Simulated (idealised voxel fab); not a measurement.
The name of this process module is voxel transistor to metal.
Section shown: cut. Width: 195 nm. Cell size: 5 nm, square.
Each cross-section below is a grid of square cells, stated as bands in top-down order, with one or more rows of cells making up each band.
Heads up on the band format: heights come first, top then bottom, in nm. After that it's the materials left to right, each with its width in nm. A single material flagged "throughout" fills the whole band edge to edge, and "blank" means there's empty space there.
Height reference: 0 = level under which incoming wafer is all one material. Lowest band: no bottom, runs on downward, e.g. "z 0 and below".
The notation "30 to 40" denotes a width that varies across the rows of cells in the band, beginning at the first number in the top row, finishing at the second number in the bottom row, and changing by an identical amount from each row to the next.
The cross-section has no changed cell in any step marked "no modification".
Closed empty spaces (no open way to the top) of 8 cells or more are what "Closed internal cavities" lists, each as width x height at distance from the left edge, nm for all three.
Read whatever lies past the settings on a step's line as the simulator's own remark about the step.
overlay nm: right-of-plan distance of the mask on a masked step; negative values mean left-of-plan.
-- List of planned process steps
1,op RECEIVE | material Si
2,op OXIDIZE | depth nm 5
3,op CONFORMAL_DEP | material SiN | thk nm 10
4,op PATTERN | tone cover | mask id ACTIVE | material resist | width nm 115 | thk nm 20 | overlay nm 0
5,op DIRECTIONAL_ETCH | etch materials SiN | depth nm 10
6,op DIRECTIONAL_ETCH | etch materials SiO2 | depth nm 5
7,op DIRECTIONAL_ETCH | etch materials Si | depth nm 35
8,op STRIP | etch materials resist
9,op FILL_DEP | material SiO2 | thk nm 5
10,op CMP | height nm 10
11,op SELECTIVE_ETCH | etch materials SiO2 | depth nm 10
12,op STRIP | etch materials SiN
13,op SELECTIVE_ETCH | etch materials SiO2 | depth nm 5
14,op OXIDIZE | depth nm 5
15,op DIRECTIONAL_DEP | material polySi | thk nm 20
16,op DIRECTIONAL_DEP | material SiCN | thk nm 10
17,op MASKED_ETCH | tone cover | mask id GATE | width nm 25 | etch materials SiCN | depth nm 20 | overlay nm 0
18,op MASKED_ETCH | tone cover | mask id GATE | width nm 25 | etch materials polySi | depth nm 30 | overlay nm 0
19,op CONFORMAL_DEP | material SiN | thk nm 10
20,op DIRECTIONAL_ETCH | etch materials SiN | depth nm 10
21,op DIRECTIONAL_ETCH | etch materials SiO2 | depth nm 5
22,op DIRECTIONAL_ETCH | etch materials Si | depth nm 10
23,op EPI | material SiGe | thk nm 10
24,op FILL_DEP | material SiO2 | thk nm 5
25,op CMP | height nm 15
26,op STRIP | etch materials polySi
27,op SELECTIVE_ETCH | etch materials SiO2 | depth nm 5
28,op CONFORMAL_DEP | material HfO2 | thk nm 5
29,op CONFORMAL_DEP | material TiN | thk nm 5
30,op FILL_DEP | material W | thk nm 10
31,op CMP | height nm 10
32,op DIRECTIONAL_DEP | material SiO2 | thk nm 15
33,op MASKED_ETCH | tone open | mask id CONTACT | width nm 20 | pitch nm 75 | etch materials SiO2 | depth nm 35 | overlay nm 0
34,op CONFORMAL_DEP | material TiN | thk nm 5
35,op FILL_DEP | material W | thk nm 10
36,op CMP | height nm 25
37,op DIRECTIONAL_DEP | material TiN | thk nm 5
38,op DIRECTIONAL_DEP | material W | thk nm 20
39,op PATTERN | tone cover | mask id METAL_1 | material resist | width nm 20 | pitch nm 75 | thk nm 15 | overlay nm 0
40,op DIRECTIONAL_ETCH | etch materials W | depth nm 20
41,op DIRECTIONAL_ETCH | etch materials TiN | depth nm 5
42,op STRIP | etch materials resist
43,op CONFORMAL_DEP | material SiN | thk nm 5
44,op FILL_DEP | material lowk | thk nm 5
45,op CMP | height nm 50
46,op CONFORMAL_DEP | material SiCN | thk nm 5
-- Wafer, first of two, run as planned
-- Incoming wafer in cross-section (state: after step 1)
> z 0 and below: Si throughout
> Closed internal cavities: none
-- The following cross-section depicts the wafer upon completion of step 2
> z 0 to -5: SiO2 throughout
> below -5: unchanged
-- The following cross-section depicts the wafer upon completion of step 3
> z 10 to 0: SiN throughout
> below 0: unchanged
-- The following cross-section depicts the wafer upon completion of step 4
> z 30 to 10: 40 blank; 115 resist; 40 blank
> below 10: unchanged
-- The following cross-section depicts the wafer upon completion of step 5
> z 30 to 10: 40 blank; 115 resist; 40 blank
> z 10 to 0: 40 blank; 115 SiN; 40 blank
> below 0: unchanged
-- The following cross-section depicts the wafer upon completion of step 6
> z 30 to 10: 40 blank; 115 resist; 40 blank
> z 10 to 0: 40 blank; 115 SiN; 40 blank
> z 0 to -5: 40 blank; 115 SiO2; 40 blank
> below -5: unchanged
-- The following cross-section depicts the wafer upon completion of step 7
> z 30 to 10: 40 blank; 115 resist; 40 blank
> z 10 to 0: 40 blank; 115 SiN; 40 blank
> z 0 to -5: 40 blank; 115 SiO2; 40 blank
> z -5 to -40: 40 blank; 115 Si; 40 blank
> below -40: unchanged
-- The following cross-section depicts the wafer upon completion of step 8
> z 10 to 0: 40 blank; 115 SiN; 40 blank
> below 0: unchanged
-- The following cross-section depicts the wafer upon completion of step 9
> z 15 to 10: SiO2 throughout
> z 10 to 0: 40 SiO2; 115 SiN; 40 SiO2
> z 0 to -5: SiO2 throughout
> z -5 to -40: 40 SiO2; 115 Si; 40 SiO2
> below -40: unchanged
-- The following cross-section depicts the wafer upon completion of step 10
> z 10 to 0: 40 SiO2; 115 SiN; 40 SiO2
> below 0: unchanged
-- The following cross-section depicts the wafer upon completion of step 11
> z 10 to 0: 40 blank; 115 SiN; 40 blank
> below 0: unchanged
-- The following cross-section depicts the wafer upon completion of step 12
> z 0 to -5: SiO2 throughout
> below -5: unchanged
-- The following cross-section depicts the wafer upon completion of step 13
> z -5 to -40: 40 SiO2; 115 Si; 40 SiO2
> below -40: unchanged
-- The following cross-section depicts the wafer upon completion of step 14
> z -5 to -10: SiO2 throughout
> below -10: unchanged
-- The following cross-section depicts the wafer upon completion of step 15
> z 15 to -5: polySi throughout
> below -5: unchanged
-- The following cross-section depicts the wafer upon completion of step 16
> z 25 to 15: SiCN throughout
> below 15: unchanged
-- The following cross-section depicts the wafer upon completion of step 17
> z 25 to 15: 85 blank; 25 SiCN; 85 blank
> below 15: unchanged
-- The following cross-section depicts the wafer upon completion of step 18
> z 25 to 15: 85 blank; 25 SiCN; 85 blank
> z 15 to -5: 85 blank; 25 polySi; 85 blank
> below -5: unchanged
-- The following cross-section depicts the wafer upon completion of step 19
> z 35 to 25: 75 blank; 45 SiN; 75 blank
> z 25 to 15: 75 blank; 10 SiN; 25 SiCN; 10 SiN; 75 blank
> z 15 to 5: 75 blank; 10 SiN; 25 polySi; 10 SiN; 75 blank
> z 5 to -5: 85 SiN; 25 polySi; 85 SiN
> below -5: unchanged
-- The following cross-section depicts the wafer upon completion of step 20
> z 25 to 15: 75 blank; 10 SiN; 25 SiCN; 10 SiN; 75 blank
> z 15 to -5: 75 blank; 10 SiN; 25 polySi; 10 SiN; 75 blank
> below -5: unchanged
-- The following cross-section depicts the wafer upon completion of step 21
> z 25 to 15: 75 blank; 10 SiN; 25 SiCN; 10 SiN; 75 blank
> z 15 to -5: 75 blank; 10 SiN; 25 polySi; 10 SiN; 75 blank
> z -5 to -10: 75 blank; 45 SiO2; 75 blank
> below -10: unchanged
-- The following cross-section depicts the wafer upon completion of step 22
> z 25 to 15: 75 blank; 10 SiN; 25 SiCN; 10 SiN; 75 blank
> z 15 to -5: 75 blank; 10 SiN; 25 polySi; 10 SiN; 75 blank
> z -5 to -10: 75 blank; 45 SiO2; 75 blank
> z -10 to -20: 40 SiO2; 35 blank; 45 Si; 35 blank; 40 SiO2
> below -20: unchanged
-- The following cross-section depicts the wafer upon completion of step 23
> z 25 to 15: 75 blank; 10 SiN; 25 SiCN; 10 SiN; 75 blank
> z 15 to 0: 75 blank; 10 SiN; 25 polySi; 10 SiN; 75 blank
> z 0 to -5: 65 blank; 10 SiGe; 10 SiN; 25 polySi; 10 SiN; 10 SiGe; 65 blank
> z -5 to -10: 65 blank; 10 SiGe; 45 SiO2; 10 SiGe; 65 blank
> z -10 to -20: 40 SiO2; 35 SiGe; 45 Si; 35 SiGe; 40 SiO2
> below -20: unchanged
-- The following cross-section depicts the wafer upon completion of step 24
> z 30 to 25: SiO2 throughout
> z 25 to 15: 75 SiO2; 10 SiN; 25 SiCN; 10 SiN; 75 SiO2
> z 15 to 0: 75 SiO2; 10 SiN; 25 polySi; 10 SiN; 75 SiO2
> z 0 to -5: 65 SiO2; 10 SiGe; 10 SiN; 25 polySi; 10 SiN; 10 SiGe; 65 SiO2
> z -5 to -10: 65 SiO2; 10 SiGe; 45 SiO2; 10 SiGe; 65 SiO2
> below -10: unchanged
-- The following cross-section depicts the wafer upon completion of step 25
> z 15 to 0: 75 SiO2; 10 SiN; 25 polySi; 10 SiN; 75 SiO2
> below 0: unchanged
-- The following cross-section depicts the wafer upon completion of step 26
> z 15 to 0: 75 SiO2; 10 SiN; 25 blank; 10 SiN; 75 SiO2
> z 0 to -5: 65 SiO2; 10 SiGe; 10 SiN; 25 blank; 10 SiN; 10 SiGe; 65 SiO2
> below -5: unchanged
-- The following cross-section depicts the wafer upon completion of step 27
> z 15 to 10: 75 blank; 10 SiN; 25 blank; 10 SiN; 75 blank
> z 10 to 0: 75 SiO2; 10 SiN; 25 blank; 10 SiN; 75 SiO2
> z 0 to -5: 65 SiO2; 10 SiGe; 10 SiN; 25 blank; 10 SiN; 10 SiGe; 65 SiO2
> z -5 to -10: 65 SiO2; 10 SiGe; 5 SiO2; 35 blank; 5 SiO2; 10 SiGe; 65 SiO2
> below -10: unchanged
-- The following cross-section depicts the wafer upon completion of step 28
> z 20 to 15: 70 blank; 20 HfO2; 15 blank; 20 HfO2; 70 blank
> z 15 to 10: 75 HfO2; 10 SiN; 5 HfO2; 15 blank; 5 HfO2; 10 SiN; 75 HfO2
> z 10 to 0: 75 SiO2; 10 SiN; 5 HfO2; 15 blank; 5 HfO2; 10 SiN; 75 SiO2
> z 0 to -5: 65 SiO2; 10 SiGe; 10 SiN; 5 HfO2; 15 blank; 5 HfO2; 10 SiN; 10 SiGe; 65 SiO2
> z -5 to -10: 65 SiO2; 10 SiGe; 5 SiO2; 35 HfO2; 5 SiO2; 10 SiGe; 65 SiO2
> below -10: unchanged
-- The following cross-section depicts the wafer upon completion of step 29
> z 25 to 20: 65 blank; 30 TiN; 5 blank; 30 TiN; 65 blank
> z 20 to 15: 70 TiN; 20 HfO2; 5 TiN; 5 blank; 5 TiN; 20 HfO2; 70 TiN
> z 15 to 10: 75 HfO2; 10 SiN; 5 HfO2; 5 TiN; 5 blank; 5 TiN; 5 HfO2; 10 SiN; 75 HfO2
> z 10 to 0: 75 SiO2; 10 SiN; 5 HfO2; 5 TiN; 5 blank; 5 TiN; 5 HfO2; 10 SiN; 75 SiO2
> z 0 to -5: 65 SiO2; 10 SiGe; 10 SiN; 5 HfO2; 15 TiN; 5 HfO2; 10 SiN; 10 SiGe; 65 SiO2
> below -5: unchanged
-- The following cross-section depicts the wafer upon completion of step 30
> z 35 to 25: W throughout
> z 25 to 20: 65 W; 30 TiN; 5 W; 30 TiN; 65 W
> z 20 to 15: 70 TiN; 20 HfO2; 5 TiN; 5 W; 5 TiN; 20 HfO2; 70 TiN
> z 15 to 10: 75 HfO2; 10 SiN; 5 HfO2; 5 TiN; 5 W; 5 TiN; 5 HfO2; 10 SiN; 75 HfO2
> z 10 to 0: 75 SiO2; 10 SiN; 5 HfO2; 5 TiN; 5 W; 5 TiN; 5 HfO2; 10 SiN; 75 SiO2
> below 0: unchanged
-- The following cross-section depicts the wafer upon completion of step 31
> z 10 to 0: 75 SiO2; 10 SiN; 5 HfO2; 5 TiN; 5 W; 5 TiN; 5 HfO2; 10 SiN; 75 SiO2
> below 0: unchanged
-- The following cross-section depicts the wafer upon completion of step 32
> z 25 to 10: SiO2 throughout
> below 10: unchanged
-- The following cross-section depicts the wafer upon completion of step 33
> z 25 to 10: 50 SiO2; 20 blank; 55 SiO2; 20 blank; 50 SiO2
> z 10 to 0: 50 SiO2; 20 blank; 5 SiO2; 10 SiN; 5 HfO2; 5 TiN; 5 W; 5 TiN; 5 HfO2; 10 SiN; 5 SiO2; 20 blank; 50 SiO2
> z 0 to -5: 50 SiO2; 15 blank; 10 SiGe; 10 SiN; 5 HfO2; 15 TiN; 5 HfO2; 10 SiN; 10 SiGe; 15 blank; 50 SiO2
> z -5 to -10: 50 SiO2; 15 blank; 10 SiGe; 5 SiO2; 35 HfO2; 5 SiO2; 10 SiGe; 15 blank; 50 SiO2
> below -10: unchanged
-- The following cross-section depicts the wafer upon completion of step 34
> z 30 to 25: 55 TiN; 10 blank; 65 TiN; 10 blank; 55 TiN
> z 25 to 10: 50 SiO2; 5 TiN; 10 blank; 5 TiN; 55 SiO2; 5 TiN; 10 blank; 5 TiN; 50 SiO2
> z 10 to 0: 50 SiO2; 5 TiN; 10 to 5 blank; 5 to 10 TiN; 5 SiO2; 10 SiN; 5 HfO2; 5 TiN; 5 W; 5 TiN; 5 HfO2; 10 SiN; 5 SiO2; 5 to 10 TiN; 10 to 5 blank; 5 TiN; 50 SiO2
> z 0 to -5: 50 SiO2; 5 TiN; 5 blank; 5 TiN; 10 SiGe; 10 SiN; 5 HfO2; 15 TiN; 5 HfO2; 10 SiN; 10 SiGe; 5 TiN; 5 blank; 5 TiN; 50 SiO2
> z -5 to -10: 50 SiO2; 15 TiN; 10 SiGe; 5 SiO2; 35 HfO2; 5 SiO2; 10 SiGe; 15 TiN; 50 SiO2
> below -10: unchanged
-- The following cross-section depicts the wafer upon completion of step 35
> z 40 to 30: W throughout
> z 30 to 25: 55 TiN; 10 W; 65 TiN; 10 W; 55 TiN
> z 25 to 10: 50 SiO2; 5 TiN; 10 W; 5 TiN; 55 SiO2; 5 TiN; 10 W; 5 TiN; 50 SiO2
> z 10 to 0: 50 SiO2; 5 TiN; 10 to 5 W; 5 to 10 TiN; 5 SiO2; 10 SiN; 5 HfO2; 5 TiN; 5 W; 5 TiN; 5 HfO2; 10 SiN; 5 SiO2; 5 to 10 TiN; 10 to 5 W; 5 TiN; 50 SiO2
> z 0 to -5: 50 SiO2; 5 TiN; 5 W; 5 TiN; 10 SiGe; 10 SiN; 5 HfO2; 15 TiN; 5 HfO2; 10 SiN; 10 SiGe; 5 TiN; 5 W; 5 TiN; 50 SiO2
> below -5: unchanged
-- The following cross-section depicts the wafer upon completion of step 36
> z 25 to 10: 50 SiO2; 5 TiN; 10 W; 5 TiN; 55 SiO2; 5 TiN; 10 W; 5 TiN; 50 SiO2
> below 10: unchanged
-- The following cross-section depicts the wafer upon completion of step 37
> z 30 to 25: TiN throughout
> below 25: unchanged
-- The following cross-section depicts the wafer upon completion of step 38
> z 50 to 30: W throughout
> below 30: unchanged
-- The following cross-section depicts the wafer upon completion of step 39
> z 65 to 50: 50 blank; 20 resist; 55 blank; 20 resist; 50 blank
> below 50: unchanged
-- The following cross-section depicts the wafer upon completion of step 40
> z 65 to 50: 50 blank; 20 resist; 55 blank; 20 resist; 50 blank
> z 50 to 30: 50 blank; 20 W; 55 blank; 20 W; 50 blank
> below 30: unchanged
-- The following cross-section depicts the wafer upon completion of step 41
> z 65 to 50: 50 blank; 20 resist; 55 blank; 20 resist; 50 blank
> z 50 to 30: 50 blank; 20 W; 55 blank; 20 W; 50 blank
> z 30 to 25: 50 blank; 20 TiN; 55 blank; 20 TiN; 50 blank
> below 25: unchanged
-- The following cross-section depicts the wafer upon completion of step 42
> z 50 to 30: 50 blank; 20 W; 55 blank; 20 W; 50 blank
> below 30: unchanged
-- The following cross-section depicts the wafer upon completion of step 43
> z 55 to 50: 45 blank; 30 SiN; 45 blank; 30 SiN; 45 blank
> z 50 to 30: 45 blank; 5 SiN; 20 W; 5 SiN; 45 blank; 5 SiN; 20 W; 5 SiN; 45 blank
> z 30 to 25: 50 SiN; 20 TiN; 55 SiN; 20 TiN; 50 SiN
> below 25: unchanged
-- The following cross-section depicts the wafer upon completion of step 44
> z 60 to 55: lowk throughout
> z 55 to 50: 45 lowk; 30 SiN; 45 lowk; 30 SiN; 45 lowk
> z 50 to 30: 45 lowk; 5 SiN; 20 W; 5 SiN; 45 lowk; 5 SiN; 20 W; 5 SiN; 45 lowk
> below 30: unchanged
-- The following cross-section depicts the wafer upon completion of step 45
> z 50 to 30: 45 lowk; 5 SiN; 20 W; 5 SiN; 45 lowk; 5 SiN; 20 W; 5 SiN; 45 lowk
> below 30: unchanged
-- The following cross-section depicts the wafer upon completion of step 46
> z 55 to 50: SiCN throughout
> below 50: unchanged
-- The second wafer was prepared from the same starting point and under the same plan as the first; its processing contained one mistake, and it remains indistinguishable from the first wafer up to and including step 36
-- Cross-section of the second wafer at the time by which step 37 should have been completed according to the plan
> z 45 to 25: W throughout
> below 25: unchanged
-- Cross-section of the second wafer at the time by which step 38 should have been completed according to the plan
> z 50 to 45: TiN throughout
> below 45: unchanged
-- Cross-section of the second wafer at the time by which step 39 should have been completed according to the plan
> z 65 to 50: 50 blank; 20 resist; 55 blank; 20 resist; 50 blank
> below 50: unchanged
Cross-section of the second wafer at the time by which step 40 should have been completed according to the plan: no modification
-- Cross-section of the second wafer at the time by which step 41 should have been completed according to the plan
> z 65 to 50: 50 blank; 20 resist; 55 blank; 20 resist; 50 blank
> z 50 to 45: 50 blank; 20 TiN; 55 blank; 20 TiN; 50 blank
> below 45: unchanged
-- Cross-section of the second wafer at the time by which step 42 should have been completed according to the plan
> z 50 to 45: 50 blank; 20 TiN; 55 blank; 20 TiN; 50 blank
> below 45: unchanged
-- Cross-section of the second wafer at the time by which step 43 should have been completed according to the plan
> z 55 to 50: 45 blank; 30 SiN; 45 blank; 30 SiN; 45 blank
> z 50 to 45: 50 SiN; 20 TiN; 55 SiN; 20 TiN; 50 SiN
> below 45: unchanged
-- Cross-section of the second wafer at the time by which step 44 should have been completed according to the plan
> z 60 to 55: lowk throughout
> z 55 to 50: 45 lowk; 30 SiN; 45 lowk; 30 SiN; 45 lowk
> below 50: unchanged
-- Cross-section of the second wafer at the time by which step 45 should have been completed according to the plan
> z 50 to 45: 50 SiN; 20 TiN; 55 SiN; 20 TiN; 50 SiN
> below 45: unchanged
-- Cross-section of the second wafer at the time by which step 46 should have been completed according to the plan
> z 55 to 50: SiCN throughout
> below 50: unchanged
what went wrong: order of steps 37 and 38 inverted relative to the plan
It is noted that, at the conclusion of processing, the second wafer exhibits a higher or lower cell count for certain materials relative to the first: SiN: 16 fewer, W: 124 more, lowk: 108 fewer
